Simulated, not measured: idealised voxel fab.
Process module in this document: voxel released beams
Cross-section cut spans 285 nm and uses square cells 5 nm in size.
The cross-sections in this document take the form of a grid made of square cells. They are written out as bands, in order from top to bottom. Each band consists of one or more rows of cells. Top, bottom (nm), then materials left to right with widths (nm); lone material tagged "everywhere" fills the whole band edge to edge; "air" = empty space. Height is counted from the level 0, under which the received wafer is composed throughout of one material. The lowest of the bands is not closed at the bottom but continues downward, in the notation "0 and below". Think of "30->40" as a width that walks from the first number to the second as you go down the band, top row to bottom row, taking equal-sized steps from row to row. Given "stayed the same" for a step, no cell of the cross-section differs between before and after that step. This entry, "Catalogued sealed voids", enumerates those empty regions of no fewer than 8 cells that possess no open connection to the top. Each region is reported in the form width x height at distance, the distance being taken from the left edge, with all three quantities expressed in nm. Read whatever lies past the settings on a step's line as the simulator's own remark about the step. overlay nm: how far to the right of its planned place the mask lay on this masked step (negative: to the left).
**Steps in the process plan**
1. op RECEIVE | material Si
2. op CONFORMAL_DEP | material Al2O3 | thk nm 5
3. op DIRECTIONAL_DEP | material SiO2 | thk nm 20
4. op MASKED_ETCH | tone open | mask id ANCHOR | width nm 35 | etch materials SiO2 | depth nm 20 | overlay nm 0
5. op CONFORMAL_DEP | material polySi | thk nm 15
6. op MASKED_ETCH | tone cover | mask id BEAM | width nm 90 | etch materials polySi | depth nm 15 | overlay nm 0
7. op STRIP | etch materials SiO2
**So this is the incoming wafer in cross-section - it's already been through step 1**
    0 and below  Si everywhere
    Catalogued sealed voids: none
**Starting structure and process plan are as shown above, but one mistake was made in running the module; the wafer cross-section at the end of the module follows**
    25 down to 5  100 of air, then 15 of polySi, then 5 of air, then 15 of polySi, then 150 of air
    5 down to 0  Al2O3 everywhere
    0 and below  Si everywhere
    Catalogued sealed voids: none
In executing the process, a mistake was made relative to the plan: step 6 ran with different settings than intended, the actual operation and settings being op MASKED_ETCH | tone open | mask id BEAM | width nm 90 | etch materials polySi | depth nm 15 | overlay nm 0
